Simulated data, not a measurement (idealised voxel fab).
process module | voxel transistor to metal
cross-section cut | 215 nm wide | cells 5 nm
A cross-section is a grid of square cells, given in bands from the top down. A band is one or more rows of cells.
Each band's line starts with the height of the band's top and of its bottom, in nm. Then come its materials from left to right, each with its width in nm. One material with "throughout" fills the band from edge to edge. "air" is empty space.
Height 0 is the level under which the wafer as received is all one material. The lowest band goes on downwards, as in "0 down".
A width such as "30 to 40" changes by the same amount from each row of cells to the next, from the band's top row to its bottom row.
"no change" after a step means that no cell of the cross-section changed.
closed voids: empty space of 8 cells or more with no open way to the top, each as width x height at its distance from the left edge, in nm
after a step's settings: what the simulator itself notes on the step
overlay nm, on a step with a mask: how far to the right of its planned place the mask lay; to the left if negative
plan
1 op RECEIVE | material Si
2 op CONFORMAL_DEP | material SiO2 | thk nm 5
3 op CONFORMAL_DEP | material SiN | thk nm 15
4 op PATTERN | tone cover | mask id ACTIVE | material resist | width nm 95 | thk nm 20 | overlay nm 0
5 op DIRECTIONAL_ETCH | etch materials SiN | depth nm 15
6 op DIRECTIONAL_ETCH | etch materials SiO2 | depth nm 5
7 op DIRECTIONAL_ETCH | etch materials Si | depth nm 30
8 op STRIP | etch materials resist
9 op FILL_DEP | material SiO2 | thk nm 10
10 op CMP | height nm 20
11 op SELECTIVE_ETCH | etch materials SiO2 | depth nm 10
12 op STRIP | etch materials SiN
13 op SELECTIVE_ETCH | etch materials SiO2 | depth nm 5
14 op OXIDIZE | depth nm 5
15 op DIRECTIONAL_DEP | material polySi | thk nm 20
16 op DIRECTIONAL_DEP | material SiCN | thk nm 10
17 op DIRECTIONAL_DEP | material aC | thk nm 15
18 op PATTERN | tone cover | mask id GATE | material resist | width nm 25 | thk nm 35 | overlay nm 0
19 op DIRECTIONAL_ETCH | etch materials aC | depth nm 15
20 op STRIP | etch materials resist
21 op DIRECTIONAL_ETCH | etch materials SiCN | depth nm 20
22 op DIRECTIONAL_ETCH | etch materials polySi | depth nm 30
23 op STRIP | etch materials aC
24 op CONFORMAL_DEP | material SiN | thk nm 5
25 op DIRECTIONAL_ETCH | etch materials SiN | depth nm 5
26 op DIRECTIONAL_ETCH | etch materials SiO2 | depth nm 5
27 op EPI | material nSi | thk nm 5
28 op FILL_DEP | material SiO2 | thk nm 10
29 op CMP | height nm 30
30 op DIRECTIONAL_DEP | material SiO2 | thk nm 10
31 op MASKED_ETCH | tone open | mask id CONTACT | width nm 15 | pitch nm 70 | etch materials SiO2 | depth nm 40 | overlay nm 0
32 op CONFORMAL_DEP | material TiN | thk nm 5
33 op FILL_DEP | material Ru | thk nm 5
34 op CMP | height nm 40
35 op DIRECTIONAL_DEP | material TiN | thk nm 5
36 op DIRECTIONAL_DEP | material W | thk nm 20
37 op MASKED_ETCH | tone cover | mask id METAL_1 | width nm 15 | pitch nm 70 | etch materials W | depth nm 20 | overlay nm 0
38 op MASKED_ETCH | tone cover | mask id METAL_1 | width nm 15 | pitch nm 70 | etch materials TiN | depth nm 5 | overlay nm 0
39 op FILL_DEP | material SiO2 | thk nm 5
40 op CMP | height nm 65
41 op CONFORMAL_DEP | material SiN | thk nm 5
as received, after step 1
  0 down: Si throughout
  closed voids: none
a wafer at the end: this start, this plan, one mistake
  70 to 65: SiN throughout
  65 to 45: SiO2 65 | W 15 | SiO2 55 | W 15 | SiO2 65
  45 to 40: SiO2 65 | TiN 15 | SiO2 55 | TiN 15 | SiO2 65
  40 to 30: SiO2 65 | TiN 5 | Ru 5 | TiN 5 | SiO2 55 | TiN 5 | Ru 5 | TiN 5 | SiO2 65
  30 to 20: SiO2 65 | TiN 5 | Ru 5 | TiN 5 | SiO2 10 | SiN 5 | SiCN 25 | SiN 5 | SiO2 10 | TiN 5 | Ru 5 | TiN 5 | SiO2 65
  20 to 5: SiO2 65 | TiN 5 | Ru 5 | TiN 5 | SiO2 10 | SiN 5 | polySi 25 | SiN 5 | SiO2 10 | TiN 5 | Ru 5 | TiN 5 | SiO2 65
  5 to 0: SiO2 55 | SiN 5 | SiO2 5 | TiN 15 | SiO2 10 | SiN 5 | polySi 25 | SiN 5 | SiO2 10 | TiN 15 | SiO2 5 | SiN 5 | SiO2 55
  0 to -5: SiO2 60 | nSi 30 | SiO2 35 | nSi 30 | SiO2 60
  -5 to -60: SiO2 60 | Si 95 | SiO2 60
  -60 down: Si throughout
  closed voids: none
what went wrong: step 7 was run twice
